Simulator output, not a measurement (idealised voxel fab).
Herein follows the process module entitled voxel ribs on slabs.
Section cut is 175 nm wide and gridded with 5 nm square cells.
Bands, listed from the top down, are how a cross-section gets written in this document; the cross-section itself is a grid of square cells, and a band is one or more rows of them. Heads up on the band format: heights come first, top then bottom, in nm. After that it's the materials left to right, each with its width in nm. A single material flagged "everywhere" fills the whole band edge to edge, and "empty" means there's empty space there. Heights are reckoned from 0. Under this level, the received wafer is all of one material. The bottommost band is open-ended downward, for example "0 and below". It should be noted that a width expressed as "30->40" varies in equal increments from row to row of cells within the band, taking the value of the first number at the top row and that of the second number at the bottom row. You'll sometimes find "nothing got changed" written for a step, and that's the way of saying that nowhere in the cross-section did a cell change during that step. In "Closed empty spaces" the enclosed voids are listed, meaning empty spaces of 8 cells or larger without any opening to the top. The form is width x height at distance, distance from the left edge, units nm. It should be noted that, on the line of a given step, the content following the step's settings is a remark produced by the simulator itself with respect to that step. "overlay nm", when on a step's line for a step with a mask, measures how far to the right of its planned place the mask lay; a negative measure means to the left.

Steps planned for the process:
1. RECEIVE | material Si
2. DIRECTIONAL_DEP | material SiO2 | thk nm 25
3. DIRECTIONAL_DEP | material SiN | thk nm 15
4. MASKED_ETCH | tone cover | mask id RIB | width nm 30 | etch materials SiN | depth nm 10 | overlay nm 0
5. DIRECTIONAL_DEP | material aC | thk nm 10
6. PATTERN | tone cover | mask id SLAB | material resist | width nm 60 | thk nm 30 | overlay nm 0
7. DIRECTIONAL_ETCH | etch materials aC | depth nm 10
8. STRIP | etch materials resist
9. DIRECTIONAL_ETCH | etch materials SiN | depth nm 5
10. STRIP | etch materials aC
11. FILL_DEP | material SiO2 | thk nm 20
12. CMP | height nm 55
13. DIRECTIONAL_DEP | material TiN | thk nm 10
14. MASKED_ETCH | tone cover | mask id HEATER | width nm 40 | etch materials TiN | depth nm 10 | overlay nm 0
15. CONFORMAL_DEP | material SiN | thk nm 10

Step 1 complete: cross-section of the wafer as received:
0 and below  Si everywhere
Closed empty spaces: none

Cross-section, end of module. Start: as above. Plan: as above. Execution: one mistake:
75 down to 65  55 of empty / 60 of SiN / 60 of empty
65 down to 55  65 of SiN / 40 of TiN / 70 of SiN
55 down to 50  SiO2 everywhere
50 down to 40  70 of SiO2 / 30 of SiN / 75 of SiO2
40 down to 35  55 of SiO2 / 60 of SiN / 60 of SiO2
35 down to 25  SiN everywhere
25 down to 0  SiO2 everywhere
0 and below  Si everywhere
Closed empty spaces: none
Want to know what went wrong? step 3, actual vs plan mismatch, actual run DIRECTIONAL_DEP | material SiN | thk nm 25
